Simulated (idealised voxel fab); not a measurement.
Process module in this document: voxel quadruple lines
230 nm wide, 5 nm square cells: that's cross-section cut.
Format of a cross-section: grid, square cells. Given as bands. Order: top down. Band: one or more rows of cells. This entry defines a band. It first specifies the height of the band's top and the height of its bottom in nm, and then specifies the band's materials from left to right, stating each material with its width in nm. The word "throughout" identifies a single material that fills the band from edge to edge, while the word "empty" identifies empty space. Basically, 0 is our baseline, since under it the wafer straight out of the box is all one material. The bottom band has no lower end and keeps on going down, so it looks like "0..down". So if you see something like "30->40" for the width, read it as the top row of the band sitting at the first number and the bottom row at the second, with every row in between moving by the same amount as the last. You'll sometimes find "changes: none" written for a step, and that's the way of saying that nowhere in the cross-section did a cell change during that step. Trapped voids: empty space of 8 cells or more with no open way to the top, each as width x height at its distance from the left edge, in nm. Text after the settings on a step's line: the simulator's own remark on that step. overlay nm: mask offset rightward from planned place, masked step; negative means leftward offset.
### The following list gives the planned process steps
step 1: RECEIVE | material Si
step 2: CONFORMAL_DEP | material SiO2 | thk nm 10
step 3: DIRECTIONAL_DEP | material Ru | thk nm 10
step 4: DIRECTIONAL_DEP | material polySi | thk nm 20
step 5: DIRECTIONAL_DEP | material aC | thk nm 20
step 6: PATTERN | tone cover | mask id MANDREL | material resist | width nm 35 | pitch nm 100 | thk nm 30 | overlay nm 0
step 7: DIRECTIONAL_ETCH | etch materials aC | depth nm 20
step 8: STRIP | etch materials resist
step 9: CONFORMAL_DEP | material SiO2 | thk nm 15
step 10: DIRECTIONAL_ETCH | etch materials SiO2 | depth nm 15
step 11: STRIP | etch materials aC
step 12: DIRECTIONAL_ETCH | etch materials polySi | depth nm 20
step 13: STRIP | etch materials SiO2
step 14: CONFORMAL_DEP | material SiN | thk nm 10
step 15: DIRECTIONAL_ETCH | etch materials SiN | depth nm 10
step 16: STRIP | etch materials polySi
step 17: DIRECTIONAL_ETCH | etch materials Ru | depth nm 10
step 18: STRIP | etch materials SiN
### Wafer as received: cross-section following step 1
0..down: Si throughout
Trapped voids: none
### The first of the two wafers as seen in cross-section once the module was finished; processing followed the plan
20..10: 20 empty; 10 Ru; 15 empty; 10 Ru; 15 empty; 10 Ru; 15 empty; 10 Ru; 15 empty; 10 Ru; 15 empty; 10 Ru; 15 empty; 10 Ru; 15 empty; 10 Ru; 25 empty
10..0: SiO2 throughout
0..down: Si throughout
Trapped voids: none
### Wafer two (of two), end-of-module cross-section: start = wafer one, plan = wafer one, one run mistake
10..0: 20 empty; 10 Ru; 15 empty; 10 Ru; 15 empty; 10 Ru; 15 empty; 10 Ru; 15 empty; 10 Ru; 15 empty; 10 Ru; 15 empty; 10 Ru; 15 empty; 10 Ru; 25 empty
0..down: Si throughout
Trapped voids: none
Error vs. plan: step 2 of the plan was jumped over and never run
Wrapping up, a cell-based count of both wafers puts the second over or under the first for these materials: SiO2 -92
